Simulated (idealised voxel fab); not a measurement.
The following is a process module called voxel ribs on slabs.
The figure presents cross-section cut, which has a width of 140 nm and is divided into square cells with an edge length of 5 nm.
If you're reading a cross-section in this doc, picture square cells in a grid; it comes to you as bands, top ones listed first down to the bottom, and a band can be one or more rows of cells.
Heights first: top, then bottom, in nm. Then materials, left to right, each with a width in nm. "edge to edge" on a single material: fills the band edge to edge. "air": empty space.
Height 0 is the level under which the wafer as received is all one material. The lowest band goes on downwards, as in "top 0, no bottom".
So if you see something like "30..40" for the width, read it as the top row of the band sitting at the first number and the bottom row at the second, with every row in between moving by the same amount as the last.
"all unchanged", as given for a step, is the statement that not any cell of the cross-section underwent a change during that step.
Enclosed voids (no open way to top), threshold 8 cells or more, entry "Voids, sealed", notation width x height at distance, distance from left edge, nm.
Formally, on a step line, whatever follows the settings is a remark that the simulator itself makes on the step.
"overlay nm" answers the question of how far to the right of plan the mask lay on a step that has a mask, and when it is negative the answer is to the left.
# Planned process steps
step 1: RECEIVE,material Si
step 2: DIRECTIONAL_DEP,material SiO2,thk nm 30
step 3: DIRECTIONAL_DEP,material SiN,thk nm 15
step 4: DIRECTIONAL_DEP,material aC,thk nm 10
step 5: PATTERN,tone cover,mask id RIB,material resist,width nm 30,thk nm 30,overlay nm 0
step 6: DIRECTIONAL_ETCH,etch materials aC,depth nm 10
step 7: STRIP,etch materials resist
step 8: DIRECTIONAL_ETCH,etch materials SiN,depth nm 5
step 9: STRIP,etch materials aC
step 10: MASKED_ETCH,tone cover,mask id SLAB,width nm 90,etch materials SiN,depth nm 10,overlay nm 0
step 11: FILL_DEP,material SiO2,thk nm 30
step 12: CMP,height nm 65
step 13: DIRECTIONAL_DEP,material W,thk nm 10
step 14: DIRECTIONAL_DEP,material aC,thk nm 10
step 15: PATTERN,tone cover,mask id HEATER,material resist,width nm 40,thk nm 30,overlay nm 0
step 16: DIRECTIONAL_ETCH,etch materials aC,depth nm 10
step 17: STRIP,etch materials resist
step 18: DIRECTIONAL_ETCH,etch materials W,depth nm 10
step 19: STRIP,etch materials aC
step 20: CONFORMAL_DEP,material SiN,thk nm 10
# The first of a set of two wafers, run to plan
# Cross-sectional view of the wafer in its as-received condition, corresponding to the state after step 1
top 0, no bottom | Si edge to edge
Voids, sealed: none
# Cross-sectional representation of the wafer at the conclusion of step 2
top 30, bottom 0 | SiO2 edge to edge
Nothing below the height 0 has changed.
# Cross-sectional representation of the wafer at the conclusion of step 3
top 45, bottom 30 | SiN edge to edge
Nothing below the height 30 has changed.
# Cross-sectional representation of the wafer at the conclusion of step 4
top 55, bottom 45 | aC edge to edge
Nothing below the height 45 has changed.
# Cross-sectional representation of the wafer at the conclusion of step 5
top 85, bottom 55 | air (55) / resist (30) / air (55)
Nothing below the height 55 has changed.
# Cross-sectional representation of the wafer at the conclusion of step 6
top 75, bottom 55 | air (55) / resist (30) / air (55)
top 55, bottom 45 | air (55) / aC (30) / air (55)
Nothing below the height 45 has changed.
# Cross-sectional representation of the wafer at the conclusion of step 7
top 55, bottom 45 | air (55) / aC (30) / air (55)
Nothing below the height 45 has changed.
# Cross-sectional representation of the wafer at the conclusion of step 8
top 55, bottom 45 | air (55) / aC (30) / air (55)
top 45, bottom 40 | air (55) / SiN (30) / air (55)
Nothing below the height 40 has changed.
# Cross-sectional representation of the wafer at the conclusion of step 9
top 45, bottom 40 | air (55) / SiN (30) / air (55)
Nothing below the height 40 has changed.
# Cross-sectional representation of the wafer at the conclusion of step 10
top 45, bottom 40 | air (55) / SiN (30) / air (55)
top 40, bottom 30 | air (25) / SiN (90) / air (25)
Nothing below the height 30 has changed.
# Cross-sectional representation of the wafer at the conclusion of step 11
top 75, bottom 45 | SiO2 edge to edge
top 45, bottom 40 | SiO2 (55) / SiN (30) / SiO2 (55)
top 40, bottom 30 | SiO2 (25) / SiN (90) / SiO2 (25)
Nothing below the height 30 has changed.
# Cross-sectional representation of the wafer at the conclusion of step 12
top 65, bottom 45 | SiO2 edge to edge
Nothing below the height 45 has changed.
# Cross-sectional representation of the wafer at the conclusion of step 13
top 75, bottom 65 | W edge to edge
Nothing below the height 65 has changed.
# Cross-sectional representation of the wafer at the conclusion of step 14
top 85, bottom 75 | aC edge to edge
Nothing below the height 75 has changed.
# Cross-sectional representation of the wafer at the conclusion of step 15
top 115, bottom 85 | air (50) / resist (40) / air (50)
Nothing below the height 85 has changed.
# Cross-sectional representation of the wafer at the conclusion of step 16
top 105, bottom 85 | air (50) / resist (40) / air (50)
top 85, bottom 75 | air (50) / aC (40) / air (50)
Nothing below the height 75 has changed.
# Cross-sectional representation of the wafer at the conclusion of step 17
top 85, bottom 75 | air (50) / aC (40) / air (50)
Nothing below the height 75 has changed.
# Cross-sectional representation of the wafer at the conclusion of step 18
top 85, bottom 75 | air (50) / aC (40) / air (50)
top 75, bottom 65 | air (50) / W (40) / air (50)
Nothing below the height 65 has changed.
# Cross-sectional representation of the wafer at the conclusion of step 19
top 75, bottom 65 | air (50) / W (40) / air (50)
Nothing below the height 65 has changed.
# Cross-sectional representation of the wafer at the conclusion of step 20
top 85, bottom 75 | air (40) / SiN (60) / air (40)
top 75, bottom 65 | SiN (50) / W (40) / SiN (50)
Nothing below the height 65 has changed.
# Second wafer, same starting conditions and recipe as the first, one mistake in executing it, nothing differs from the first up to and including step 12
# Second wafer, sectioned view, at step 13's planned end time
top 70, bottom 65 | W edge to edge
Nothing below the height 65 has changed.
# Second wafer, sectioned view, at step 14's planned end time
top 80, bottom 70 | aC edge to edge
Nothing below the height 70 has changed.
# Second wafer, sectioned view, at step 15's planned end time
top 110, bottom 80 | air (50) / resist (40) / air (50)
Nothing below the height 80 has changed.
# Second wafer, sectioned view, at step 16's planned end time
top 100, bottom 80 | air (50) / resist (40) / air (50)
top 80, bottom 70 | air (50) / aC (40) / air (50)
Nothing below the height 70 has changed.
# Second wafer, sectioned view, at step 17's planned end time
top 80, bottom 70 | air (50) / aC (40) / air (50)
Nothing below the height 70 has changed.
# Second wafer, sectioned view, at step 18's planned end time
top 80, bottom 70 | air (50) / aC (40) / air (50)
top 70, bottom 65 | air (50) / W (40) / air (50)
Nothing below the height 65 has changed.
# Second wafer, sectioned view, at step 19's planned end time
top 70, bottom 65 | air (50) / W (40) / air (50)
Nothing below the height 65 has changed.
# Second wafer, sectioned view, at step 20's planned end time
top 80, bottom 75 | air (40) / SiN (60) / air (40)
top 75, bottom 70 | SiN edge to edge
top 70, bottom 65 | SiN (50) / W (40) / SiN (50)
Nothing below the height 65 has changed.
Where did the run depart from the plan? step 13 was not run as planned; what actually ran was DIRECTIONAL_DEP,material W,thk nm 5
The second wafer ends with more or fewer cells of some materials than the first, per final count: SiN -4, W -8
